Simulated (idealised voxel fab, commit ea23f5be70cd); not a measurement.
Process module under the name voxel lift off
The cross-section shown here is cut; it is 260 nm wide and divided into square cells measuring 5 nm on a side.
Cross-section, as written here: a square-cell grid given band by band from the top down, where a band holds one or more rows of cells. Each band's line starts with the height of the band's top and of its bottom, in nm. Then come its materials from left to right, each with its width in nm. One material with "throughout" fills the band from edge to edge. "air" is empty space. Height datum 0, below which the as-received substrate wafer is one material. Lowest band open at the bottom, running downward: "0 and below". A two-number width, for instance "30->40", indicates that the width is equal to the first number in the top row of the band and to the second number in the bottom row, and that it changes by a constant amount per row of cells. A step reported as "changes: none" is a step in which no cell of the cross-section changed. Entry "Tabulated closed voids" = empty spaces >= 8 cells with no open way to the top; each as width x height at distance, distance from left edge, all nm. Anything after a step's settings on that line? It's the simulator's own note about the step. Regarding "overlay nm": on a step with a mask, it is the distance the mask lay to the right of its planned place; a negative value places it to the left.
Steps in the process plan:
1: op RECEIVE | material Si
2: op CONFORMAL_DEP | material SiO2 | thk nm 15
3: op PATTERN | tone open | mask id LINES | material resist | width nm 15 | pitch nm 45 | thk nm 30 | overlay nm 0
4: op DIRECTIONAL_DEP | material Ru | thk nm 15
5: op STRIP | etch materials resist
6: op CONFORMAL_DEP | material SiN | thk nm 5
First wafer of two (run as planned):
Cross-sectional view of the wafer in its as-received condition, corresponding to the state after step 1:
	0 and below | Si throughout
	Tabulated closed voids: none
After step 2, in cross-section:
	15 down to 0 | SiO2 throughout
	Under 0: no change, same as before.
After step 3, in cross-section:
	45 down to 15 | resist=100  air=15  resist=30  air=15  resist=100
	Under 15: no change, same as before.
After step 4, in cross-section:
	60 down to 45 | Ru=100  air=15  Ru=30  air=15  Ru=100
	45 down to 30 | resist=100  air=15  resist=30  air=15  resist=100
	30 down to 15 | resist=100  Ru=15  resist=30  Ru=15  resist=100
	Under 15: no change, same as before.
After step 5, in cross-section:
	30 down to 15 | air=100  Ru=15  air=30  Ru=15  air=100
	Under 15: no change, same as before.
After step 6, in cross-section:
	35 down to 30 | air=95  SiN=25  air=20  SiN=25  air=95
	30 down to 20 | air=95  SiN=5  Ru=15  SiN=5  air=20  SiN=5  Ru=15  SiN=5  air=95
	20 down to 15 | SiN=100  Ru=15  SiN=30  Ru=15  SiN=100
	Under 15: no change, same as before.
Second wafer, same starting conditions and recipe as the first, one mistake in executing it, nothing differs from the first up to and including step 2:
At the planned end of step 3, the second wafer in cross-section:
	45 down to 15 | air=100  resist=15  air=30  resist=15  air=100
	Under 15: no change, same as before.
At the planned end of step 4, the second wafer in cross-section:
	60 down to 45 | air=100  Ru=15  air=30  Ru=15  air=100
	45 down to 30 | air=100  resist=15  air=30  resist=15  air=100
	30 down to 15 | Ru=100  resist=15  Ru=30  resist=15  Ru=100
	Under 15: no change, same as before.
At the planned end of step 5, the second wafer in cross-section:
	30 down to 15 | Ru=100  air=15  Ru=30  air=15  Ru=100
	Under 15: no change, same as before.
At the planned end of step 6, the second wafer in cross-section:
	35 down to 30 | SiN=105  air=5  SiN=40  air=5  SiN=105
	30 down to 20 | Ru=100  SiN=5  air=5  SiN=5  Ru=30  SiN=5  air=5  SiN=5  Ru=100
	20 down to 15 | Ru=100  SiN=15  Ru=30  SiN=15  Ru=100
	Under 15: no change, same as before.
In executing the process, a mistake was made relative to the plan: heads up, step 3 didn't go per plan, it actually ran as op PATTERN | tone cover | mask id LINES | material resist | width nm 15 | pitch nm 45 | thk nm 30 | overlay nm 0
at the end the second wafer has, in cells: Ru +120
